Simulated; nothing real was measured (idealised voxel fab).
The following process module bears the name voxel self aligned contacts.
The cross-section shown here is cut; it is 240 nm wide and divided into square cells measuring 5 nm on a side.
How to read a cross-section here: the picture is a grid of square cells, written as bands going from the top down, and any band can span one or more rows of cells.
Top, bottom (nm), then materials left to right with widths (nm); lone material tagged "everywhere" fills the whole band edge to edge; "blank" = empty space.
Heights are expressed relative to 0, this being the level below which the as-received wafer comprises one material exclusively. The lowest band is unbounded in the downward direction and is denoted as in "0..down".
Top row gets the first number, bottom row gets the second, and each row in between changes by the same step: that is how a band width like "30->40" works.
A step reported as "changes: none" is a step in which no cell of the cross-section changed.
"Enclosed voids" means: voids of 8 cells or more that are shut off from the top with no open way through. Written width x height at distance, distance from the left edge, in nm.
What comes after the settings on a step's line is commentary from the simulator itself on that step.
overlay nm, on a step with a mask: how far to the right of its planned place the mask lay; to the left if negative

# Set out below are the planned steps of the process
- 1: RECEIVE with material Si
- 2: OXIDIZE with depth nm 5
- 3: DIRECTIONAL_DEP with material polySi, thk nm 30
- 4: DIRECTIONAL_DEP with material SiN, thk nm 15
- 5: MASKED_ETCH with tone cover, mask id GATE, width nm 30, pitch nm 60, etch materials SiN, depth nm 15, overlay nm 0
- 6: MASKED_ETCH with tone cover, mask id GATE, width nm 30, pitch nm 60, etch materials polySi, depth nm 30, overlay nm 0
- 7: CONFORMAL_DEP with material SiN, thk nm 5
- 8: DIRECTIONAL_ETCH with etch materials SiN, depth nm 5
- 9: FILL_DEP with material SiO2, thk nm 20
- 10: CMP with height nm 55
- 11: DIRECTIONAL_DEP with material aC, thk nm 15
- 12: PATTERN with tone open, mask id CONTACT, material resist, width nm 40, thk nm 30, overlay nm 0
- 13: DIRECTIONAL_ETCH with etch materials aC, depth nm 15
- 14: STRIP with etch materials resist
- 15: DIRECTIONAL_ETCH with etch materials SiO2, depth nm 60
- 16: STRIP with etch materials aC
- 17: CONFORMAL_DEP with material TiN, thk nm 5
- 18: FILL_DEP with material Ru, thk nm 5
- 19: CMP with height nm 55
- 20: CONFORMAL_DEP with material SiCN, thk nm 5

# Wafer cross-section on receipt, i.e. after step 1
0..down | Si everywhere
Enclosed voids: none

# Post-module cross-section: identical start and plan to those above, one misstep in execution
60..55 | SiCN everywhere
55..50 | SiO2 (100)  TiN (5)  Ru (30)  TiN (5)  SiO2 (100)
50..45 | SiO2 (100)  TiN (40)  SiO2 (100)
45..30 | SiN (80)  SiO2 (20)  SiN (40)  SiO2 (20)  SiN (80)
30..0 | polySi everywhere
0..-5 | SiO2 everywhere
-5..down | Si everywhere
Enclosed voids: none
Where did the run depart from the plan? step 5 ran as: MASKED_ETCH with tone open, mask id GATE, width nm 30, pitch nm 60, etch materials SiN, depth nm 15, overlay nm 0
